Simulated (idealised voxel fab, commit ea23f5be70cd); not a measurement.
Module name: voxel air gaps (process module)
The figure presents cross-section cut, which has a width of 175 nm and is divided into square cells with an edge length of 5 nm.
Cross-section format: a grid of square cells, given as bands from top to bottom; each band is one or more rows of cells.
Top, bottom (nm), then materials left to right with widths (nm); lone material tagged "everywhere" fills the whole band edge to edge; "air" = empty space.
Where do heights start? At 0: under that level the wafer as delivered is made of one material only. And the lowest band has no floor; it just carries on downward, as in "0..down".
With a width like "30..40", each row of cells in the band differs from the next by the same amount, the top row carrying the first number and the bottom row the second.
Given "no change" for a step, no cell of the cross-section differs between before and after that step.
Empty spaces counting at least 8 cells and having no open way to the top are listed in "Enclosed void listing". The notation width x height at distance is used for each, the distance being from the left edge and all three values in nm.
Post-settings text on a step line: simulator's own remark regarding the step.
overlay nm: where the mask lay relative to plan, measured to the right, on steps with a mask; negatives go left.

The steps planned for the process are as follows
step 1: op RECEIVE | material Si
step 2: op CONFORMAL_DEP | material SiO2 | thk nm 15
step 3: op CONFORMAL_DEP | material SiN | thk nm 5
step 4: op DIRECTIONAL_DEP | material SiO2 | thk nm 40
step 5: op MASKED_ETCH | tone open | mask id LINES | width nm 25 | pitch nm 50 | etch materials SiO2 | depth nm 40 | overlay nm 0
step 6: op CONFORMAL_DEP | material TiN | thk nm 5
step 7: op FILL_DEP | material Cu | thk nm 10
step 8: op CMP | height nm 60
step 9: op EPI | material Ru | thk nm 10
step 10: op SELECTIVE_ETCH | etch materials SiO2 | depth nm 50
step 11: op CONFORMAL_DEP | material SiCN | thk nm 5

This is the cross-section of the wafer as we received it, i.e. after step 1
	0..down | Si everywhere
	Enclosed void listing: none

First of two wafers at the end of the module, shown in cross-section; run carried out as planned
	75..70 | air=10, SiCN=155, air=10
	70..60 | air=10, SiCN=5, Ru=45, SiCN=5, Ru=45, SiCN=5, Ru=45, SiCN=5, air=10
	60..55 | air=10, SiCN=15, TiN=5, Cu=15, TiN=5, SiCN=25, TiN=5, Cu=15, TiN=5, SiCN=25, TiN=5, Cu=15, TiN=5, SiCN=15, air=10
	55..25 | air=20, SiCN=5, TiN=5, Cu=15, TiN=5, SiCN=5, air=15, SiCN=5, TiN=5, Cu=15, TiN=5, SiCN=5, air=15, SiCN=5, TiN=5, Cu=15, TiN=5, SiCN=5, air=20
	25..20 | SiCN=25, TiN=25, SiCN=25, TiN=25, SiCN=25, TiN=25, SiCN=25
	20..15 | SiN everywhere
	15..0 | SiO2 everywhere
	0..down | Si everywhere
	Enclosed void listing: 15 x 30 at 55; 15 x 30 at 105

Cross-section at end of module for the second wafer of two, which matched the first in starting point and plan and differed by one mistake in its processing
	75..70 | air=10, SiCN=155, air=10
	70..60 | air=10, SiCN=5, Ru=45, SiCN=5, Ru=45, SiCN=5, Ru=45, SiCN=5, air=10
	60..55 | air=10, SiCN=15, TiN=5, Cu=15, TiN=5, SiCN=25, TiN=5, Cu=15, TiN=5, SiCN=25, TiN=5, Cu=15, TiN=5, SiCN=15, air=10
	55..25 | air=20, SiCN=5, TiN=5, Cu=15, TiN=5, SiCN=5, air=15, SiCN=5, TiN=5, Cu=15, TiN=5, SiCN=5, air=15, SiCN=5, TiN=5, Cu=15, TiN=5, SiCN=5, air=20
	25..20 | air=20, SiCN=5, TiN=25, SiCN=5, air=15, SiCN=5, TiN=25, SiCN=5, air=15, SiCN=5, TiN=25, SiCN=5, air=20
	20..15 | air=20, SiCN=15, SiO2=5, SiCN=15, air=15, SiCN=15, SiO2=5, SiCN=15, air=15, SiCN=15, SiO2=5, SiCN=15, air=20
	15..10 | SiCN=35, SiO2=5, SiCN=45, SiO2=5, SiCN=45, SiO2=5, SiCN=35
	10..5 | SiO2 everywhere
	5..0 | SiN everywhere
	0..down | Si everywhere
	Enclosed void listing: 15 x 40 at 55; 15 x 40 at 105
It is concluded that the wafer was processed incorrectly with respect to the plan, in that the intended sequence of steps 2 and 3 was reversed during processing, with each occupying the position of the other
Final difference in cells, second wafer against first, listed per material as more or fewer: SiCN: 36 more | SiO2: 64 fewer
